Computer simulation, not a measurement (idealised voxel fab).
The name of this process module is voxel wiring stack.
Xsec cut, 175 nm wide, square cell size 5 nm.
This document writes a cross-section as a grid whose cells are square, and gives it as bands, listed from the top down; one or more rows of cells form a band.
First you get the band's top height and its bottom height, in nm, and then the materials it's made of, left to right, with each width in nm. If you see a single material with "full width", that one covers the band edge to edge. "empty" is empty space.
Height is counted from the level 0, under which the received wafer is composed throughout of one material. The lowest of the bands is not closed at the bottom but continues downward, in the notation "top 0, no bottom".
Graded width ("30..40"): value in top row of band = first number; value in bottom row = second number; row-to-row change constant.
Key: "identical to before" - step with no changed cell in the cross-section.
"Sealed internal voids" - sealed voids, min. 8 cells, no opening to top; format: width x height at distance (distance from left edge; nm throughout).
after a step's settings: what the simulator itself notes on the step
"overlay nm" denotes, for a step that has a mask, the displacement of the mask to the right of its planned place, with negative values corresponding to the left.
Quick note on how to read the rest: it's all pairs. You get the cross-section before a process step and the one after, but the after one only goes down as far as the lowest band that changed. The step in between, with its settings, sits under the pair. Heads up, the pairs can come from different runs of this module on the same starting wafer, so don't assume a pair picks up from the one above unless its "Pre-processing view" entry says it does.

### Pre-processing view
* top 45, bottom 40 = 20 empty  35 SiN  15 empty  35 SiN  15 empty  35 SiN  20 empty
* top 40, bottom 25 = 20 empty  5 SiN  25 Ru  5 SiN  15 empty  5 SiN  25 Ru  5 SiN  15 empty  5 SiN  25 Ru  5 SiN  20 empty
* top 25, bottom 20 = 25 SiN  25 Ru  25 SiN  25 Ru  25 SiN  25 Ru  25 SiN
* top 20, bottom 5 = SiO2 full width
* top 5, bottom 0 = TiN full width
* top 0, no bottom = Si full width
* Sealed internal voids: none

### Post-Step Snapshot
* top 55, bottom 45 = lowk full width
* top 45, bottom 40 = 20 lowk  35 SiN  15 lowk  35 SiN  15 lowk  35 SiN  20 lowk
* top 40, bottom 25 = 20 lowk  5 SiN  25 Ru  5 SiN  15 lowk  5 SiN  25 Ru  5 SiN  15 lowk  5 SiN  25 Ru  5 SiN  20 lowk
* Everything under 25 stays put, no change at all.
* Sealed internal voids: none
Between the two cross-sections shown above lies FILL_DEP, material lowk, thk nm 10

Pre-processing view: this step begins from the cross-section that the pair just above shows after its step.

### Post-Step Snapshot
* top 40, bottom 25 = 20 lowk  5 SiN  25 Ru  5 SiN  15 lowk  5 SiN  25 Ru  5 SiN  15 lowk  5 SiN  25 Ru  5 SiN  20 lowk
* Everything under 25 stays put, no change at all.
* Sealed internal voids: none
Between the two cross-sections shown above lies CMP, height nm 40

Pre-processing view: this step begins from the cross-section that the pair just above shows after its step.

### Post-Step Snapshot
* top 45, bottom 40 = SiCN full width
* Everything under 40 stays put, no change at all.
* Sealed internal voids: none
Between the two cross-sections shown above lies CONFORMAL_DEP, material SiCN, thk nm 5

Pre-processing view: this step begins from the cross-section that the pair just above shows after its step.

### Post-Step Snapshot
* top 75, bottom 45 = lowk full width
* Everything under 45 stays put, no change at all.
* Sealed internal voids: none
Between the two cross-sections shown above lies DIRECTIONAL_DEP, material lowk, thk nm 30

Pre-processing view: this step begins from the cross-section that the pair just above shows after its step.

### Post-Step Snapshot
* top 90, bottom 75 = 25 resist  25 empty  25 resist  25 empty  25 resist  25 empty  25 resist
* Everything under 75 stays put, no change at all.
* Sealed internal voids: none
Between the two cross-sections shown above lies PATTERN, tone open, mask id METAL_2, material resist, width nm 25, pitch nm 50, thk nm 15, overlay nm 0

Pre-processing view: this step begins from the cross-section that the pair just above shows after its step.

### Post-Step Snapshot
* top 90, bottom 75 = 25 resist  25 empty  25 resist  25 empty  25 resist  25 empty  25 resist
* top 75, bottom 60 = 25 lowk  25 empty  25 lowk  25 empty  25 lowk  25 empty  25 lowk
* Everything under 60 stays put, no change at all.
* Sealed internal voids: none
Between the two cross-sections shown above lies DIRECTIONAL_ETCH, etch materials lowk, depth nm 15

Pre-processing view: this step begins from the cross-section that the pair just above shows after its step.

### Post-Step Snapshot
* top 75, bottom 60 = 25 lowk  25 empty  25 lowk  25 empty  25 lowk  25 empty  25 lowk
* Everything under 60 stays put, no change at all.
* Sealed internal voids: none
Between the two cross-sections shown above lies STRIP, etch materials resist

Pre-processing view: this step begins from the cross-section that the pair just above shows after its step.

### Post-Step Snapshot
* top 90, bottom 75 = 25 aC  25 empty  25 aC  25 empty  25 aC  25 empty  25 aC
* top 75, bottom 60 = 25 lowk  25 aC  25 lowk  25 aC  25 lowk  25 aC  25 lowk
* Everything under 60 stays put, no change at all.
* Sealed internal voids: none
Between the two cross-sections shown above lies DIRECTIONAL_DEP, material aC, thk nm 15

Pre-processing view: this step begins from the cross-section that the pair just above shows after its step.

### Post-Step Snapshot
* top 125, bottom 90 = 25 resist  15 empty  35 resist  15 empty  35 resist  15 empty  35 resist
* top 90, bottom 75 = 25 aC  15 empty  10 resist  25 aC  15 empty  10 resist  25 aC  15 empty  10 resist  25 aC
* Everything under 75 stays put, no change at all.
* Sealed internal voids: none
Between the two cross-sections shown above lies PATTERN, tone open, mask id METAL_2_HOLES, material resist, width nm 15, pitch nm 50, thk nm 35, overlay nm 0

Pre-processing view: this step begins from the cross-section that the pair just above shows after its step.

### Post-Step Snapshot
* top 110, bottom 90 = 25 resist  15 empty  35 resist  15 empty  35 resist  15 empty  35 resist
* top 90, bottom 75 = 25 aC  15 empty  10 resist  25 aC  15 empty  10 resist  25 aC  15 empty  10 resist  25 aC
* top 75, bottom 60 = 25 lowk  15 empty  10 aC  25 lowk  15 empty  10 aC  25 lowk  15 empty  10 aC  25 lowk
* Everything under 60 stays put, no change at all.
* Sealed internal voids: none
Between the two cross-sections shown above lies DIRECTIONAL_ETCH, etch materials aC, depth nm 15

Pre-processing view: this step begins from the cross-section that the pair just above shows after its step.

### Post-Step Snapshot
* top 90, bottom 75 = 25 aC  25 empty  25 aC  25 empty  25 aC  25 empty  25 aC
* Everything under 75 stays put, no change at all.
* Sealed internal voids: none
Between the two cross-sections shown above lies STRIP, etch materials resist

Pre-processing view: this step begins from the cross-section that the pair just above shows after its step.

### Post-Step Snapshot
* top 90, bottom 75 = 25 aC  25 empty  25 aC  25 empty  25 aC  25 empty  25 aC
* top 75, bottom 60 = 25 lowk  15 empty  10 aC  25 lowk  15 empty  10 aC  25 lowk  15 empty  10 aC  25 lowk
* top 60, bottom 45 = 25 lowk  15 empty  35 lowk  15 empty  35 lowk  15 empty  35 lowk
* Everything under 45 stays put, no change at all.
* Sealed internal voids: none
Between the two cross-sections shown above lies DIRECTIONAL_ETCH, etch materials lowk, depth nm 15

Pre-processing view: this step begins from the cross-section that the pair just above shows after its step.

### Post-Step Snapshot
* top 90, bottom 75 = 25 aC  25 empty  25 aC  25 empty  25 aC  25 empty  25 aC
* top 75, bottom 60 = 25 lowk  15 empty  10 aC  25 lowk  15 empty  10 aC  25 lowk  15 empty  10 aC  25 lowk
* top 60, bottom 45 = 25 lowk  15 empty  35 lowk  15 empty  35 lowk  15 empty  35 lowk
* top 45, bottom 40 = 25 SiCN  15 empty  35 SiCN  15 empty  35 SiCN  15 empty  35 SiCN
* Everything under 40 stays put, no change at all.
* Sealed internal voids: none
Between the two cross-sections shown above lies DIRECTIONAL_ETCH, etch materials SiCN, depth nm 5

Pre-processing view: this step begins from the cross-section that the pair just above shows after its step.

### Post-Step Snapshot
* top 75, bottom 60 = 25 lowk  25 empty  25 lowk  25 empty  25 lowk  25 empty  25 lowk
* Everything under 60 stays put, no change at all.
* Sealed internal voids: none
Between the two cross-sections shown above lies STRIP, etch materials aC

Pre-processing view: this step begins from the cross-section that the pair just above shows after its step.

### Post-Step Snapshot
* top 80, bottom 75 = 30 TiN  15 empty  35 TiN  15 empty  35 TiN  15 empty  30 TiN
* top 75, bottom 65 = 25 lowk  5 TiN  15 empty  5 TiN  25 lowk  5 TiN  15 empty  5 TiN  25 lowk  5 TiN  15 empty  5 TiN  25 lowk
* top 65, bottom 60 = 25 lowk  5 TiN  5 empty  15 TiN  25 lowk  5 TiN  5 empty  15 TiN  25 lowk  5 TiN  5 empty  15 TiN  25 lowk
* top 60, bottom 45 = 25 lowk  5 TiN  5 empty  5 TiN  35 lowk  5 TiN  5 empty  5 TiN  35 lowk  5 TiN  5 empty  5 TiN  35 lowk
* top 45, bottom 40 = 25 SiCN  15 TiN  35 SiCN  15 TiN  35 SiCN  15 TiN  35 SiCN
* Everything under 40 stays put, no change at all.
* Sealed internal voids: none
Between the two cross-sections shown above lies CONFORMAL_DEP, material TiN, thk nm 5

Pre-processing view: this step begins from the cross-section that the pair just above shows after its step.

### Post-Step Snapshot
* top 85, bottom 80 = Cu full width
* top 80, bottom 75 = 30 TiN  15 Cu  35 TiN  15 Cu  35 TiN  15 Cu  30 TiN
* top 75, bottom 65 = 25 lowk  5 TiN  15 Cu  5 TiN  25 lowk  5 TiN  15 Cu  5 TiN  25 lowk  5 TiN  15 Cu  5 TiN  25 lowk
* top 65, bottom 60 = 25 lowk  5 TiN  5 Cu  15 TiN  25 lowk  5 TiN  5 Cu  15 TiN  25 lowk  5 TiN  5 Cu  15 TiN  25 lowk
* top 60, bottom 45 = 25 lowk  5 TiN  5 Cu  5 TiN  35 lowk  5 TiN  5 Cu  5 TiN  35 lowk  5 TiN  5 Cu  5 TiN  35 lowk
* Everything under 45 stays put, no change at all.
* Sealed internal voids: none
Between the two cross-sections shown above lies FILL_DEP, material Cu, thk nm 5

Pre-processing view: this step begins from the cross-section that the pair just above shows after its step.

### Post-Step Snapshot
* top 75, bottom 65 = 25 lowk  5 TiN  15 Cu  5 TiN  25 lowk  5 TiN  15 Cu  5 TiN  25 lowk  5 TiN  15 Cu  5 TiN  25 lowk
* Everything under 65 stays put, no change at all.
* Sealed internal voids: none
Between the two cross-sections shown above lies CMP, height nm 75

Pre-processing view: this step begins from the cross-section that the pair just above shows after its step.

### Post-Step Snapshot
* top 80, bottom 75 = SiCN full width
* Everything under 75 stays put, no change at all.
* Sealed internal voids: none
Between the two cross-sections shown above lies CONFORMAL_DEP, material SiCN, thk nm 5

### Pre-processing view
* top 45, bottom 40 = SiCN full width
* top 40, bottom 20 = 20 lowk  5 SiN  25 Ru  5 SiN  15 lowk  5 SiN  25 Ru  5 SiN  15 lowk  5 SiN  25 Ru  5 SiN  20 lowk
* top 20, bottom 15 = 25 SiN  25 TiN  25 SiN  25 TiN  25 SiN  25 TiN  25 SiN
* top 15, bottom 0 = SiO2 full width
* top 0, no bottom = Si full width
* Sealed internal voids: none

### Post-Step Snapshot
* top 65, bottom 45 = lowk full width
* Everything under 45 stays put, no change at all.
* Sealed internal voids: none
Between the two cross-sections shown above lies DIRECTIONAL_DEP, material lowk, thk nm 20

Pre-processing view: this step begins from the cross-section that the pair just above shows after its step.

### Post-Step Snapshot
* top 80, bottom 65 = 25 resist  25 empty  25 resist  25 empty  25 resist  25 empty  25 resist
* Everything under 65 stays put, no change at all.
* Sealed internal voids: none
Between the two cross-sections shown above lies PATTERN, tone open, mask id METAL_2, material resist, width nm 25, pitch nm 50, thk nm 15, overlay nm 0

Pre-processing view: this step begins from the cross-section that the pair just above shows after its step.

### Post-Step Snapshot
* top 80, bottom 65 = 25 resist  25 empty  25 resist  25 empty  25 resist  25 empty  25 resist
* top 65, bottom 50 = 25 lowk  25 empty  25 lowk  25 empty  25 lowk  25 empty  25 lowk
* Everything under 50 stays put, no change at all.
* Sealed internal voids: none
Between the two cross-sections shown above lies DIRECTIONAL_ETCH, etch materials lowk, depth nm 15

Pre-processing view: this step begins from the cross-section that the pair just above shows after its step.

### Post-Step Snapshot
* top 65, bottom 50 = 25 lowk  25 empty  25 lowk  25 empty  25 lowk  25 empty  25 lowk
* Everything under 50 stays put, no change at all.
* Sealed internal voids: none
Between the two cross-sections shown above lies STRIP, etch materials resist

Pre-processing view: this step begins from the cross-section that the pair just above shows after its step.

### Post-Step Snapshot
* top 80, bottom 65 = 25 aC  25 empty  25 aC  25 empty  25 aC  25 empty  25 aC
* top 65, bottom 50 = 25 lowk  25 aC  25 lowk  25 aC  25 lowk  25 aC  25 lowk
* Everything under 50 stays put, no change at all.
* Sealed internal voids: none
Between the two cross-sections shown above lies DIRECTIONAL_DEP, material aC, thk nm 15

Pre-processing view: this step begins from the cross-section that the pair just above shows after its step.

### Post-Step Snapshot
* top 115, bottom 80 = 25 resist  15 empty  35 resist  15 empty  35 resist  15 empty  35 resist
* top 80, bottom 65 = 25 aC  15 empty  10 resist  25 aC  15 empty  10 resist  25 aC  15 empty  10 resist  25 aC
* Everything under 65 stays put, no change at all.
* Sealed internal voids: none
Between the two cross-sections shown above lies PATTERN, tone open, mask id METAL_2_HOLES, material resist, width nm 15, pitch nm 50, thk nm 35, overlay nm 0

Pre-processing view: this step begins from the cross-section that the pair just above shows after its step.

### Post-Step Snapshot
* top 100, bottom 80 = 25 resist  15 empty  35 resist  15 empty  35 resist  15 empty  35 resist
* top 80, bottom 65 = 25 aC  15 empty  10 resist  25 aC  15 empty  10 resist  25 aC  15 empty  10 resist  25 aC
* top 65, bottom 50 = 25 lowk  15 empty  10 aC  25 lowk  15 empty  10 aC  25 lowk  15 empty  10 aC  25 lowk
* Everything under 50 stays put, no change at all.
* Sealed internal voids: none
Between the two cross-sections shown above lies DIRECTIONAL_ETCH, etch materials aC, depth nm 15

Pre-processing view: this step begins from the cross-section that the pair just above shows after its step.

### Post-Step Snapshot
* top 80, bottom 65 = 25 aC  25 empty  25 aC  25 empty  25 aC  25 empty  25 aC
* Everything under 65 stays put, no change at all.
* Sealed internal voids: none
Between the two cross-sections shown above lies STRIP, etch materials resist

Pre-processing view: this step begins from the cross-section that the pair just above shows after its step.

### Post-Step Snapshot
* top 80, bottom 65 = 25 aC  25 empty  25 aC  25 empty  25 aC  25 empty  25 aC
* top 65, bottom 50 = 25 lowk  15 empty  10 aC  25 lowk  15 empty  10 aC  25 lowk  15 empty  10 aC  25 lowk
* top 50, bottom 45 = 25 lowk  15 empty  35 lowk  15 empty  35 lowk  15 empty  35 lowk
* Everything under 45 stays put, no change at all.
* Sealed internal voids: none
Between the two cross-sections shown above lies DIRECTIONAL_ETCH, etch materials lowk, depth nm 15

Pre-processing view: this step begins from the cross-section that the pair just above shows after its step.

### Post-Step Snapshot
* top 80, bottom 65 = 25 aC  25 empty  25 aC  25 empty  25 aC  25 empty  25 aC
* top 65, bottom 50 = 25 lowk  15 empty  10 aC  25 lowk  15 empty  10 aC  25 lowk  15 empty  10 aC  25 lowk
* top 50, bottom 45 = 25 lowk  15 empty  35 lowk  15 empty  35 lowk  15 empty  35 lowk
* top 45, bottom 40 = 25 SiCN  15 empty  35 SiCN  15 empty  35 SiCN  15 empty  35 SiCN
* Everything under 40 stays put, no change at all.
* Sealed internal voids: none
Between the two cross-sections shown above lies DIRECTIONAL_ETCH, etch materials SiCN, depth nm 5

Pre-processing view: this step begins from the cross-section that the pair just above shows after its step.

### Post-Step Snapshot
* top 65, bottom 50 = 25 lowk  25 empty  25 lowk  25 empty  25 lowk  25 empty  25 lowk
* Everything under 50 stays put, no change at all.
* Sealed internal voids: none
Between the two cross-sections shown above lies STRIP, etch materials aC

Pre-processing view: this step begins from the cross-section that the pair just above shows after its step.

### Post-Step Snapshot
* top 70, bottom 65 = 30 TiN  15 empty  35 TiN  15 empty  35 TiN  15 empty  30 TiN
* top 65, bottom 55 = 25 lowk  5 TiN  15 empty  5 TiN  25 lowk  5 TiN  15 empty  5 TiN  25 lowk  5 TiN  15 empty  5 TiN  25 lowk
* top 55, bottom 45 = 25 lowk  5 TiN  5 empty  15..5 TiN  25..35 lowk  5 TiN  5 empty  15..5 TiN  25..35 lowk  5 TiN  5 empty  15..5 TiN  25..35 lowk
* top 45, bottom 40 = 25 SiCN  15 TiN  35 SiCN  15 TiN  35 SiCN  15 TiN  35 SiCN
* Everything under 40 stays put, no change at all.
* Sealed internal voids: none
Between the two cross-sections shown above lies CONFORMAL_DEP, material TiN, thk nm 5

Pre-processing view: this step begins from the cross-section that the pair just above shows after its step.

### Post-Step Snapshot
* top 75, bottom 70 = Cu full width
* top 70, bottom 65 = 30 TiN  15 Cu  35 TiN  15 Cu  35 TiN  15 Cu  30 TiN
* top 65, bottom 55 = 25 lowk  5 TiN  15 Cu  5 TiN  25 lowk  5 TiN  15 Cu  5 TiN  25 lowk  5 TiN  15 Cu  5 TiN  25 lowk
* top 55, bottom 45 = 25 lowk  5 TiN  5 Cu  15..5 TiN  25..35 lowk  5 TiN  5 Cu  15..5 TiN  25..35 lowk  5 TiN  5 Cu  15..5 TiN  25..35 lowk
* Everything under 45 stays put, no change at all.
* Sealed internal voids: none
Between the two cross-sections shown above lies FILL_DEP, material Cu, thk nm 5

Pre-processing view: this step begins from the cross-section that the pair just above shows after its step.

### Post-Step Snapshot
* top 80, bottom 75 = SiCN full width
* Everything under 75 stays put, no change at all.
* Sealed internal voids: none
Between the two cross-sections shown above lies CONFORMAL_DEP, material SiCN, thk nm 5

### Pre-processing view
* top 75, bottom 45 = lowk full width
* top 45, bottom 40 = SiCN full width
* top 40, bottom 20 = 20 lowk  5 SiN  25 Ru  5 SiN  15 lowk  5 SiN  25 Ru  5 SiN  15 lowk  5 SiN  25 Ru  5 SiN  20 lowk
* top 20, bottom 15 = 25 SiN  25 TiN  25 SiN  25 TiN  25 SiN  25 TiN  25 SiN
* top 15, bottom 0 = SiO2 full width
* top 0, no bottom = Si full width
* Sealed internal voids: none

### Post-Step Snapshot
* top 90, bottom 75 = 20 resist  35 empty  15 resist  35 empty  15 resist  35 empty  20 resist
* Everything under 75 stays put, no change at all.
* Sealed internal voids: none
Between the two cross-sections shown above lies PATTERN, tone open, mask id METAL_2, material resist, width nm 35, pitch nm 50, thk nm 15, overlay nm 0

Pre-processing view: this step begins from the cross-section that the pair just above shows after its step.

### Post-Step Snapshot
* top 90, bottom 75 = 20 resist  35 empty  15 resist  35 empty  15 resist  35 empty  20 resist
* top 75, bottom 60 = 20 lowk  35 empty  15 lowk  35 empty  15 lowk  35 empty  20 lowk
* Everything under 60 stays put, no change at all.
* Sealed internal voids: none
Between the two cross-sections shown above lies DIRECTIONAL_ETCH, etch materials lowk, depth nm 15

Pre-processing view: this step begins from the cross-section that the pair just above shows after its step.

### Post-Step Snapshot
* top 75, bottom 60 = 20 lowk  35 empty  15 lowk  35 empty  15 lowk  35 empty  20 lowk
* Everything under 60 stays put, no change at all.
* Sealed internal voids: none
Between the two cross-sections shown above lies STRIP, etch materials resist

Pre-processing view: this step begins from the cross-section that the pair just above shows after its step.

### Post-Step Snapshot
* top 90, bottom 75 = 20 aC  35 empty  15 aC  35 empty  15 aC  35 empty  20 aC
* top 75, bottom 60 = 20 lowk  35 aC  15 lowk  35 aC  15 lowk  35 aC  20 lowk
* Everything under 60 stays put, no change at all.
* Sealed internal voids: none
Between the two cross-sections shown above lies DIRECTIONAL_DEP, material aC, thk nm 15

Pre-processing view: this step begins from the cross-section that the pair just above shows after its step.

### Post-Step Snapshot
* top 125, bottom 90 = 25 resist  15 empty  35 resist  15 empty  35 resist  15 empty  35 resist
* top 90, bottom 75 = 20 aC  5 resist  15 empty  15 resist  15 aC  5 resist  15 empty  15 resist  15 aC  5 resist  15 empty  15 resist  20 aC
* Everything under 75 stays put, no change at all.
* Sealed internal voids: none
Between the two cross-sections shown above lies PATTERN, tone open, mask id METAL_2_HOLES, material resist, width nm 15, pitch nm 50, thk nm 35, overlay nm 0

Pre-processing view: this step begins from the cross-section that the pair just above shows after its step.

### Post-Step Snapshot
* top 110, bottom 90 = 25 resist  15 empty  35 resist  15 empty  35 resist  15 empty  35 resist
* top 90, bottom 75 = 20 aC  5 resist  15 empty  15 resist  15 aC  5 resist  15 empty  15 resist  15 aC  5 resist  15 empty  15 resist  20 aC
* top 75, bottom 60 = 20 lowk  5 aC  15 empty  15 aC  15 lowk  5 aC  15 empty  15 aC  15 lowk  5 aC  15 empty  15 aC  20 lowk
* Everything under 60 stays put, no change at all.
* Sealed internal voids: none
Between the two cross-sections shown above lies DIRECTIONAL_ETCH, etch materials aC, depth nm 15

Pre-processing view: this step begins from the cross-section that the pair just above shows after its step.

### Post-Step Snapshot
* top 90, bottom 75 = 20 aC  35 empty  15 aC  35 empty  15 aC  35 empty  20 aC
* Everything under 75 stays put, no change at all.
* Sealed internal voids: none
Between the two cross-sections shown above lies STRIP, etch materials resist

Pre-processing view: this step begins from the cross-section that the pair just above shows after its step.

### Post-Step Snapshot
* top 90, bottom 75 = 20 aC  35 empty  15 aC  35 empty  15 aC  35 empty  20 aC
* top 75, bottom 60 = 20 lowk  5 aC  15 empty  15 aC  15 lowk  5 aC  15 empty  15 aC  15 lowk  5 aC  15 empty  15 aC  20 lowk
* top 60, bottom 45 = 25 lowk  15 empty  35 lowk  15 empty  35 lowk  15 empty  35 lowk
* Everything under 45 stays put, no change at all.
* Sealed internal voids: none
Between the two cross-sections shown above lies DIRECTIONAL_ETCH, etch materials lowk, depth nm 15

Pre-processing view: this step begins from the cross-section that the pair just above shows after its step.

### Post-Step Snapshot
* top 90, bottom 75 = 20 aC  35 empty  15 aC  35 empty  15 aC  35 empty  20 aC
* top 75, bottom 60 = 20 lowk  5 aC  15 empty  15 aC  15 lowk  5 aC  15 empty  15 aC  15 lowk  5 aC  15 empty  15 aC  20 lowk
* top 60, bottom 45 = 25 lowk  15 empty  35 lowk  15 empty  35 lowk  15 empty  35 lowk
* top 45, bottom 40 = 25 SiCN  15 empty  35 SiCN  15 empty  35 SiCN  15 empty  35 SiCN
* Everything under 40 stays put, no change at all.
* Sealed internal voids: none
Between the two cross-sections shown above lies DIRECTIONAL_ETCH, etch materials SiCN, depth nm 5

Pre-processing view: this step begins from the cross-section that the pair just above shows after its step.

### Post-Step Snapshot
* top 75, bottom 60 = 20 lowk  35 empty  15 lowk  35 empty  15 lowk  35 empty  20 lowk
* Everything under 60 stays put, no change at all.
* Sealed internal voids: none
Between the two cross-sections shown above lies STRIP, etch materials aC

Pre-processing view: this step begins from the cross-section that the pair just above shows after its step.

### Post-Step Snapshot
* top 80, bottom 75 = 25 TiN  25 empty  25 TiN  25 empty  25 TiN  25 empty  25 TiN
* top 75, bottom 65 = 20 lowk  5 TiN  25 empty  5 TiN  15 lowk  5 TiN  25 empty  5 TiN  15 lowk  5 TiN  25 empty  5 TiN  20 lowk
* top 65, bottom 60 = 20 lowk  10 TiN  5 empty  20 TiN  15 lowk  10 TiN  5 empty  20 TiN  15 lowk  10 TiN  5 empty  20 TiN  20 lowk
* top 60, bottom 45 = 25 lowk  5 TiN  5 empty  5 TiN  35 lowk  5 TiN  5 empty  5 TiN  35 lowk  5 TiN  5 empty  5 TiN  35 lowk
* top 45, bottom 40 = 25 SiCN  15 TiN  35 SiCN  15 TiN  35 SiCN  15 TiN  35 SiCN
* Everything under 40 stays put, no change at all.
* Sealed internal voids: none
Between the two cross-sections shown above lies CONFORMAL_DEP, material TiN, thk nm 5

Pre-processing view: this step begins from the cross-section that the pair just above shows after its step.

### Post-Step Snapshot
* top 85, bottom 80 = Cu full width
* top 80, bottom 75 = 25 TiN  25 Cu  25 TiN  25 Cu  25 TiN  25 Cu  25 TiN
* top 75, bottom 65 = 20 lowk  5 TiN  25 Cu  5 TiN  15 lowk  5 TiN  25 Cu  5 TiN  15 lowk  5 TiN  25 Cu  5 TiN  20 lowk
* top 65, bottom 60 = 20 lowk  10 TiN  5 Cu  20 TiN  15 lowk  10 TiN  5 Cu  20 TiN  15 lowk  10 TiN  5 Cu  20 TiN  20 lowk
* top 60, bottom 45 = 25 lowk  5 TiN  5 Cu  5 TiN  35 lowk  5 TiN  5 Cu  5 TiN  35 lowk  5 TiN  5 Cu  5 TiN  35 lowk
* Everything under 45 stays put, no change at all.
* Sealed internal voids: none
Between the two cross-sections shown above lies FILL_DEP, material Cu, thk nm 5

Pre-processing view: this step begins from the cross-section that the pair just above shows after its step.

### Post-Step Snapshot
* top 75, bottom 65 = 20 lowk  5 TiN  25 Cu  5 TiN  15 lowk  5 TiN  25 Cu  5 TiN  15 lowk  5 TiN  25 Cu  5 TiN  20 lowk
* Everything under 65 stays put, no change at all.
* Sealed internal voids: none
Between the two cross-sections shown above lies CMP, height nm 75

Pre-processing view: this step begins from the cross-section that the pair just above shows after its step.

### Post-Step Snapshot
* top 80, bottom 75 = SiCN full width
* Everything under 75 stays put, no change at all.
* Sealed internal voids: none
Between the two cross-sections shown above lies CONFORMAL_DEP, material SiCN, thk nm 5

### Pre-processing view
* top 90, bottom 75 = 25 aC  25 empty  25 aC  25 empty  25 aC  25 empty  25 aC
* top 75, bottom 60 = 25 lowk  25 aC  25 lowk  25 aC  25 lowk  25 aC  25 lowk
* top 60, bottom 45 = lowk full width
* top 45, bottom 40 = SiCN full width
* top 40, bottom 20 = 20 lowk  5 SiN  25 Ru  5 SiN  15 lowk  5 SiN  25 Ru  5 SiN  15 lowk  5 SiN  25 Ru  5 SiN  20 lowk
* top 20, bottom 15 = 25 SiN  25 TiN  25 SiN  25 TiN  25 SiN  25 TiN  25 SiN
* top 15, bottom 0 = SiO2 full width
* top 0, no bottom = Si full width
* Sealed internal voids: none

### Post-Step Snapshot
* top 125, bottom 90 = 20 resist  15 empty  35 resist  15 empty  35 resist  15 empty  40 resist
* top 90, bottom 75 = 25 aC  10 empty  15 resist  25 aC  10 empty  15 resist  25 aC  10 empty  15 resist  25 aC
* Everything under 75 stays put, no change at all.
* Sealed internal voids: none
Between the two cross-sections shown above lies PATTERN, tone open, mask id METAL_2_HOLES, material resist, width nm 15, pitch nm 50, thk nm 35, overlay nm -5

Pre-processing view: this step begins from the cross-section that the pair just above shows after its step.

### Post-Step Snapshot
* top 110, bottom 90 = 20 resist  15 empty  35 resist  15 empty  35 resist  15 empty  40 resist
* top 90, bottom 75 = 20 aC  15 empty  15 resist  20 aC  15 empty  15 resist  20 aC  15 empty  15 resist  25 aC
* top 75, bottom 60 = 25 lowk  10 empty  15 aC  25 lowk  10 empty  15 aC  25 lowk  10 empty  15 aC  25 lowk
* Everything under 60 stays put, no change at all.
* Sealed internal voids: none
Between the two cross-sections shown above lies DIRECTIONAL_ETCH, etch materials aC, depth nm 15

Pre-processing view: this step begins from the cross-section that the pair just above shows after its step.

### Post-Step Snapshot
* top 90, bottom 75 = 20 aC  30 empty  20 aC  30 empty  20 aC  30 empty  25 aC
* Everything under 75 stays put, no change at all.
* Sealed internal voids: none
Between the two cross-sections shown above lies STRIP, etch materials resist

Pre-processing view: this step begins from the cross-section that the pair just above shows after its step.

### Post-Step Snapshot
* top 90, bottom 75 = 20 aC  30 empty  20 aC  30 empty  20 aC  30 empty  25 aC
* top 75, bottom 60 = 20 lowk  15 empty  15 aC  20 lowk  15 empty  15 aC  20 lowk  15 empty  15 aC  25 lowk
* top 60, bottom 45 = 25 lowk  10 empty  40 lowk  10 empty  40 lowk  10 empty  40 lowk
* Everything under 45 stays put, no change at all.
* Sealed internal voids: none
Between the two cross-sections shown above lies DIRECTIONAL_ETCH, etch materials lowk, depth nm 15

Pre-processing view: this step begins from the cross-section that the pair just above shows after its step.

### Post-Step Snapshot
* top 90, bottom 75 = 20 aC  30 empty  20 aC  30 empty  20 aC  30 empty  25 aC
* top 75, bottom 60 = 20 lowk  15 empty  15 aC  20 lowk  15 empty  15 aC  20 lowk  15 empty  15 aC  25 lowk
* top 60, bottom 45 = 25 lowk  10 empty  40 lowk  10 empty  40 lowk  10 empty  40 lowk
* top 45, bottom 40 = 25 SiCN  10 empty  40 SiCN  10 empty  40 SiCN  10 empty  40 SiCN
* Everything under 40 stays put, no change at all.
* Sealed internal voids: none
Between the two cross-sections shown above lies DIRECTIONAL_ETCH, etch materials SiCN, depth nm 5

Pre-processing view: this step begins from the cross-section that the pair just above shows after its step.

### Post-Step Snapshot
* top 75, bottom 60 = 20 lowk  30 empty  20 lowk  30 empty  20 lowk  30 empty  25 lowk
* Everything under 60 stays put, no change at all.
* Sealed internal voids: none
Between the two cross-sections shown above lies STRIP, etch materials aC

Pre-processing view: this step begins from the cross-section that the pair just above shows after its step.

### Post-Step Snapshot
* top 80, bottom 75 = 25 TiN  20 empty  30 TiN  20 empty  30 TiN  20 empty  30 TiN
* top 75, bottom 65 = 20 lowk  5 TiN  20 empty  5 TiN  20 lowk  5 TiN  20 empty  5 TiN  20 lowk  5 TiN  20 empty  5 TiN  25 lowk
* top 65, bottom 60 = 20 lowk  30 TiN  20 lowk  30 TiN  20 lowk  30 TiN  25 lowk
* top 60, bottom 45 = 25 lowk  10 TiN  40 lowk  10 TiN  40 lowk  10 TiN  40 lowk
* top 45, bottom 40 = 25 SiCN  10 TiN  40 SiCN  10 TiN  40 SiCN  10 TiN  40 SiCN
* Everything under 40 stays put, no change at all.
* Sealed internal voids: none
Between the two cross-sections shown above lies CONFORMAL_DEP, material TiN, thk nm 5

Pre-processing view: this step begins from the cross-section that the pair just above shows after its step.

### Post-Step Snapshot
* top 85, bottom 80 = Cu full width
* top 80, bottom 75 = 25 TiN  20 Cu  30 TiN  20 Cu  30 TiN  20 Cu  30 TiN
* top 75, bottom 65 = 20 lowk  5 TiN  20 Cu  5 TiN  20 lowk  5 TiN  20 Cu  5 TiN  20 lowk  5 TiN  20 Cu  5 TiN  25 lowk
* Everything under 65 stays put, no change at all.
* Sealed internal voids: none
Between the two cross-sections shown above lies FILL_DEP, material Cu, thk nm 5

Pre-processing view: this step begins from the cross-section that the pair just above shows after its step.

### Post-Step Snapshot
* top 75, bottom 65 = 20 lowk  5 TiN  20 Cu  5 TiN  20 lowk  5 TiN  20 Cu  5 TiN  20 lowk  5 TiN  20 Cu  5 TiN  25 lowk
* Everything under 65 stays put, no change at all.
* Sealed internal voids: none
Between the two cross-sections shown above lies CMP, height nm 75

Pre-processing view: this step begins from the cross-section that the pair just above shows after its step.

### Post-Step Snapshot
* top 80, bottom 75 = SiCN full width
* Everything under 75 stays put, no change at all.
* Sealed internal voids: none
Between the two cross-sections shown above lies CONFORMAL_DEP, material SiCN, thk nm 5

### Pre-processing view
* top 15, bottom 0 = SiO2 full width
* top 0, no bottom = Si full width
* Sealed internal voids: none

### Post-Step Snapshot
* top 20, bottom 0 = SiO2 full width
* Everything under 0 stays put, no change at all.
* Sealed internal voids: none
Between the two cross-sections shown above lies DIRECTIONAL_DEP, material SiO2, thk nm 5
